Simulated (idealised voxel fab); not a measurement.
Presented below is a process module, voxel ribs on slabs.
Square cell edge 5 nm, section width 265 nm, ID cut.
Square cells in a grid make up a cross-section in this document, and the grid is given as bands, listed from the top down, each one or more rows of cells. A band entry consists of two parts. The first gives the height of the band's top and the height of its bottom, in nm. The rest lists the band's materials from left to right, each with its width in nm. A single material labelled with the word "everywhere" fills the band from edge to edge, and the word "empty" marks empty space. It should be noted that heights are counted from 0, beneath which the wafer as supplied is of one material throughout, and that the lowest band possesses no lower boundary but continues downward, as written in "top 0, no bottom". When a width is written as two numbers, as in "30..40", the first number is the width in the top row of cells of the band and the second is the width in its bottom row, and the width changes by the same amount from each row to the next. "stayed the same", as given for a step, is the statement that not any cell of the cross-section underwent a change during that step. "Voids lacking openings" specifies each empty space that is not open to the top and that occupies no fewer than 8 cells, using the form width x height at distance, the distance measured from the left edge and all three quantities in nm. On each step's line, the part that comes after the settings is the simulator's own comment on the step. If you see "overlay nm" on a step's line and that step has a mask, it's telling you how far right of where it was planned the mask ended up; a negative number means it went left instead.

## Here's what the planned process steps look like
1 RECEIVE | material Si
2 DIRECTIONAL_DEP | material SiO2 | thk nm 30
3 DIRECTIONAL_DEP | material polySi | thk nm 20
4 PATTERN | tone cover | mask id RIB | material resist | width nm 25 | thk nm 20 | overlay nm 0
5 DIRECTIONAL_ETCH | etch materials polySi | depth nm 10
6 STRIP | etch materials resist
7 MASKED_ETCH | tone cover | mask id SLAB | width nm 65 | etch materials polySi | depth nm 10 | overlay nm 0
8 FILL_DEP | material SiO2 | thk nm 15
9 CMP | height nm 60
10 DIRECTIONAL_DEP | material W | thk nm 5
11 MASKED_ETCH | tone cover | mask id HEATER | width nm 35 | etch materials W | depth nm 5 | overlay nm 0
12 CONFORMAL_DEP | material SiN | thk nm 10

## Received-state cross-section, reflecting completion of step 1
top 0, no bottom  Si everywhere
Voids lacking openings: none

## Final wafer profile in cross-section after the module, from the same start and plan as above, with one mistake made during processing
top 75, bottom 70  105 nm empty, 55 nm SiN, 105 nm empty
top 70, bottom 65  SiN everywhere
top 65, bottom 60  115 nm SiN, 35 nm W, 115 nm SiN
top 60, bottom 50  SiO2 everywhere
top 50, bottom 40  100 nm SiO2, 20 nm polySi, 25 nm SiO2, 20 nm polySi, 100 nm SiO2
top 40, bottom 30  polySi everywhere
top 30, bottom 0  SiO2 everywhere
top 0, no bottom  Si everywhere
Voids lacking openings: none
what went wrong: contrary to plan, step 4 was performed as PATTERN | tone open | mask id RIB | material resist | width nm 25 | thk nm 20 | overlay nm 0
